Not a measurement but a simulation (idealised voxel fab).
Proc. module: voxel air gaps
Square cells of 5 nm make up the cross-section cut, whose width is 260 nm.
We lay out every cross-section as a grid of square cells and spell it out in bands from the top down, where one band means one or more rows of cells. For a band, the entry starts with two heights in nm, that of the top and then that of the bottom, and carries on with the band's materials in order from left to right, each alongside its width in nm; the word "edge to edge" beside a single material means it fills the band edge to edge, and "air" means empty space. The level at which height equals 0 is the one under which the wafer, as it arrives, is entirely one material. No lower edge exists for the bottom band, which continues downward and is notated as in "top 0, no bottom". Graded width ("30->40"): value in top row of band = first number; value in bottom row = second number; row-to-row change constant. What does "nothing different" mean for a step? It means no cell of the cross-section changed in that step. Listed in "Closed voids list": every empty space of 8 or more cells without an open way to the top. Form: width x height at distance, the distance being from the left edge, all in nm. On a step's line, text after the settings is the simulator commenting on that step. overlay nm, on a step with a mask: how far to the right of its planned place the mask lay; to the left if negative.
STEPS IN THE PROCESS PLAN
step 1: RECEIVE | material Si
step 2: CONFORMAL_DEP | material SiO2 | thk nm 10
step 3: CONFORMAL_DEP | material SiCN | thk nm 5
step 4: DIRECTIONAL_DEP | material lowk | thk nm 35
step 5: DIRECTIONAL_DEP | material aC | thk nm 10
step 6: PATTERN | tone open | mask id LINES | material resist | width nm 25 | pitch nm 55 | thk nm 30 | overlay nm 0
step 7: DIRECTIONAL_ETCH | etch materials aC | depth nm 10
step 8: STRIP | etch materials resist
step 9: DIRECTIONAL_ETCH | etch materials lowk | depth nm 35
step 10: STRIP | etch materials aC
step 11: CONFORMAL_DEP | material TiN | thk nm 5
step 12: FILL_DEP | material Ru | thk nm 10
step 13: CMP | height nm 50
step 14: EPI | material Ru | thk nm 10
step 15: SELECTIVE_ETCH | etch materials lowk | depth nm 45
step 16: CONFORMAL_DEP | material SiCN | thk nm 5
INCOMING WAFER IN CROSS-SECTION (STATE: AFTER STEP 1)
top 0, no bottom  Si edge to edge
Closed voids list: none
ONE MISTAKE IN RUNNING THE MODULE, OTHERWISE START AND PLAN AS ABOVE: CROSS-SECTION AT THE END
top 75, bottom 70  air: 10, SiCN: 240, air: 10
top 70, bottom 50  air: 10, SiCN: 5, Ru: 230, SiCN: 5, air: 10
top 50, bottom 45  air: 10, SiCN: 25, TiN: 5, Ru: 15, TiN: 5, lowk: 30, TiN: 5, Ru: 15, TiN: 5, lowk: 30, TiN: 5, Ru: 15, TiN: 5, lowk: 30, TiN: 5, Ru: 15, TiN: 5, SiCN: 25, air: 10
top 45, bottom 20  air: 30, SiCN: 5, TiN: 5, Ru: 15, TiN: 5, lowk: 30, TiN: 5, Ru: 15, TiN: 5, lowk: 30, TiN: 5, Ru: 15, TiN: 5, lowk: 30, TiN: 5, Ru: 15, TiN: 5, SiCN: 5, air: 30
top 20, bottom 15  SiCN: 35, TiN: 25, lowk: 30, TiN: 25, lowk: 30, TiN: 25, lowk: 30, TiN: 25, SiCN: 35
top 15, bottom 10  SiCN edge to edge
top 10, bottom 0  SiO2 edge to edge
top 0, no bottom  Si edge to edge
Closed voids list: none
Misprocessing identified: step 14, plan: ran twice
